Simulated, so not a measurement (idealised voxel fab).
The following process module bears the name voxel capacitor over wiring.
Pictured: cross-section cut, 265 nm wide, on a grid of 5 nm square cells.
In what follows, cross-sections appear as grids of square cells, described through bands that run from the top down, where every band is one or more rows of cells. Band entry format. Leading values: height of top, height of bottom, nm. Remainder: materials in left-to-right order, each with its width in nm. Special words: "all across" on a single material, which then fills the band edge to edge; "blank", empty space. Basically, 0 is our baseline, since under it the wafer straight out of the box is all one material. The bottom band has no lower end and keeps on going down, so it looks like "top 0, no bottom". So if you see something like "30..40" for the width, read it as the top row of the band sitting at the first number and the bottom row at the second, with every row in between moving by the same amount as the last. "changes: none" after a step means that no cell of the cross-section changed. This entry, "Enclosed voids", enumerates those empty regions of no fewer than 8 cells that possess no open connection to the top. Each region is reported in the form width x height at distance, the distance being taken from the left edge, with all three quantities expressed in nm. If you see something after the settings on a step's line, that's the simulator's own remark about that step. The optional step-line setting "overlay nm" applies to steps with a mask and quantifies how far to the right of its planned location the mask lay, a negative value indicating leftward placement.
List of planned process steps:
- 1: RECEIVE | material Si
- 2: CONFORMAL_DEP | material SiO2 | thk nm 10
- 3: CONFORMAL_DEP | material SiN | thk nm 5
- 4: DIRECTIONAL_DEP | material lowk | thk nm 15
- 5: DIRECTIONAL_DEP | material aC | thk nm 10
- 6: PATTERN | tone open | mask id METAL_1 | material resist | width nm 30 | pitch nm 100 | thk nm 25 | overlay nm 0
- 7: DIRECTIONAL_ETCH | etch materials aC | depth nm 10
- 8: STRIP | etch materials resist
- 9: DIRECTIONAL_ETCH | etch materials lowk | depth nm 15
- 10: DIRECTIONAL_ETCH | etch materials SiN | depth nm 5
- 11: STRIP | etch materials aC
- 12: CONFORMAL_DEP | material TiN | thk nm 5
- 13: FILL_DEP | material Cu | thk nm 10
- 14: CMP | height nm 30
- 15: EPI | material Ru | thk nm 5
- 16: FILL_DEP | material SiCN | thk nm 5
- 17: DIRECTIONAL_DEP | material lowk | thk nm 20
- 18: MASKED_ETCH | tone open | mask id PLUG_1 | width nm 15 | etch materials lowk | depth nm 20 | overlay nm 0
- 19: MASKED_ETCH | tone open | mask id PLUG_1 | width nm 15 | etch materials SiCN | depth nm 5 | overlay nm 0
- 20: EPI | material Ru | thk nm 10
- 21: EPI | material Ru | thk nm 10
- 22: EPI | material Ru | thk nm 5
- 23: DIRECTIONAL_DEP | material TiN | thk nm 10
- 24: DIRECTIONAL_DEP | material Al2O3 | thk nm 5
- 25: DIRECTIONAL_DEP | material TiN | thk nm 5
- 26: PATTERN | tone cover | mask id UPPER_PLATE | material resist | width nm 75 | thk nm 15 | overlay nm 0
- 27: DIRECTIONAL_ETCH | etch materials TiN | depth nm 5
- 28: DIRECTIONAL_ETCH | etch materials Al2O3 | depth nm 5
- 29: STRIP | etch materials resist
- 30: MASKED_ETCH | tone cover | mask id LOWER_PLATE | width nm 85 | etch materials TiN | depth nm 10 | overlay nm 0
- 31: FILL_DEP | material SiO2 | thk nm 15
- 32: CMP | height nm 90
- 33: DIRECTIONAL_DEP | material aC | thk nm 15
- 34: PATTERN | tone open | mask id PLUG_2 | material resist | width nm 15 | thk nm 35 | overlay nm 0
- 35: DIRECTIONAL_ETCH | etch materials aC | depth nm 15
- 36: STRIP | etch materials resist
- 37: DIRECTIONAL_ETCH | etch materials SiO2 | depth nm 10
- 38: STRIP | etch materials aC
- 39: CONFORMAL_DEP | material TiN | thk nm 5
- 40: FILL_DEP | material Ru | thk nm 10
- 41: CMP | height nm 90
- 42: CONFORMAL_DEP | material SiCN | thk nm 5
As received (post step 1): cross-section:
- top 0, no bottom  Si all across
- Enclosed voids: none
Cross-section: first of two wafers, module finished, run according to plan:
- top 95, bottom 90  SiCN all across
- top 90, bottom 85  90 of SiO2, 5 of TiN, 5 of Ru, 5 of TiN, 160 of SiO2
- top 85, bottom 75  90..80 of SiO2, 15..75 of TiN, 160..110 of SiO2
- top 75, bottom 70  80 of SiO2, 75 of Al2O3, 110 of SiO2
- top 70, bottom 60  75 of SiO2, 85 of TiN, 105 of SiO2
- top 60, bottom 40  80 of lowk, 15 of Ru, 170 of lowk
- top 40, bottom 35  80 of SiCN, 15 of Ru, 170 of SiCN
- top 35, bottom 30  60 of SiCN, 40 of Ru, 60 of SiCN, 40 of Ru, 65 of SiCN
- top 30, bottom 15  65 of lowk, 5 of TiN, 20 of Cu, 5 of TiN, 70 of lowk, 5 of TiN, 20 of Cu, 5 of TiN, 70 of lowk
- top 15, bottom 10  65 of SiN, 30 of TiN, 70 of SiN, 30 of TiN, 70 of SiN
- top 10, bottom 0  SiO2 all across
- top 0, no bottom  Si all across
- Enclosed voids: none
Wafer two, sectioned after the module: the first wafer's start, the first wafer's plan, and one mistake in how it was run:
- top 95, bottom 90  SiCN all across
- top 90, bottom 85  90 of SiO2, 5 of TiN, 5 of Ru, 5 of TiN, 160 of SiO2
- top 85, bottom 75  90..80 of SiO2, 15..75 of TiN, 160..110 of SiO2
- top 75, bottom 70  80 of SiO2, 75 of Al2O3, 110 of SiO2
- top 70, bottom 60  70 of SiO2, 85 of TiN, 110 of SiO2
- top 60, bottom 40  80 of lowk, 15 of Ru, 170 of lowk
- top 40, bottom 35  80 of SiCN, 15 of Ru, 170 of SiCN
- top 35, bottom 30  60 of SiCN, 40 of Ru, 60 of SiCN, 40 of Ru, 65 of SiCN
- top 30, bottom 15  65 of lowk, 5 of TiN, 20 of Cu, 5 of TiN, 70 of lowk, 5 of TiN, 20 of Cu, 5 of TiN, 70 of lowk
- top 15, bottom 10  65 of SiN, 30 of TiN, 70 of SiN, 30 of TiN, 70 of SiN
- top 10, bottom 0  SiO2 all across
- top 0, no bottom  Si all across
- Enclosed voids: none
What was done differently from what was planned? planned and actual differ for step 30; actual: MASKED_ETCH | tone cover | mask id LOWER_PLATE | width nm 85 | etch materials TiN | depth nm 10 | overlay nm -5
At the end, the second wafer has the same number of cells of each material as the first, but those cells sit in other places.
